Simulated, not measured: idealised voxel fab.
Process module, titled voxel lift off
Cross-section cut spans 180 nm and uses square cells 5 nm in size.
Reading order for cross-sections: top band down to bottom band. Underlying form: a grid of square cells. Band size: one or more rows of cells. This entry defines a band. It first specifies the height of the band's top and the height of its bottom in nm, and then specifies the band's materials from left to right, stating each material with its width in nm. The word "throughout" identifies a single material that fills the band from edge to edge, while the word "empty" identifies empty space. It should be noted that heights are counted from 0, beneath which the wafer as supplied is of one material throughout, and that the lowest band possesses no lower boundary but continues downward, as written in "0 and below". The two numbers in a width such as "30->40" mark its ends across the band: the first belongs to the top row of cells, the second to the bottom row, and from each row to the next the width moves by the same amount. Reading "no change" for a step: not a cell of the cross-section changed in it. "Sealed internal voids" lists enclosed empty spaces (at least 8 cells, no open path upward to the top), each as width x height at distance from the left edge, in nm. On a step's line, text after the settings is the simulator commenting on that step. The "overlay nm" setting may appear on a step's line; for a step that uses a mask, it gives how far to the right of its planned position the mask lay, and a negative value indicates the left.

## Process steps foreseen in the plan
1. RECEIVE,material Si
2. CONFORMAL_DEP,material SiO2,thk nm 10
3. PATTERN,tone open,mask id LINES,material resist,width nm 15,pitch nm 35,thk nm 15,overlay nm 0
4. DIRECTIONAL_DEP,material Ru,thk nm 5
5. STRIP,etch materials resist
6. CONFORMAL_DEP,material SiO2,thk nm 10

## Cross-section, incoming material, after step 1
* 0 and below: Si throughout
* Sealed internal voids: none

## Wafer cross-section at module end: first of two, run to plan
* 25 down to 20: empty (35), SiO2 (105), empty (40)
* 20 down to 15: SiO2 throughout
* 15 down to 10: SiO2 (45), Ru (15), SiO2 (20), Ru (15), SiO2 (20), Ru (15), SiO2 (50)
* 10 down to 0: SiO2 throughout
* 0 and below: Si throughout
* Sealed internal voids: none

## Same start, same plan as the first wafer - but one mistake in the run. Cross-section of the second of the two at the end of the module
* 25 down to 15: SiO2 throughout
* 15 down to 10: Ru (45), SiO2 (15), Ru (20), SiO2 (15), Ru (20), SiO2 (15), Ru (50)
* 10 down to 0: SiO2 throughout
* 0 and below: Si throughout
* Sealed internal voids: none
Which mistake was made when the wafer was run? the process deviated at step 3: the operation and settings actually run there were PATTERN,tone cover,mask id LINES,material resist,width nm 15,pitch nm 35,thk nm 15,overlay nm 0
The closing comparison, in cells, has the second wafer with more or fewer of some materials than the first: +18 Ru; -3 SiO2
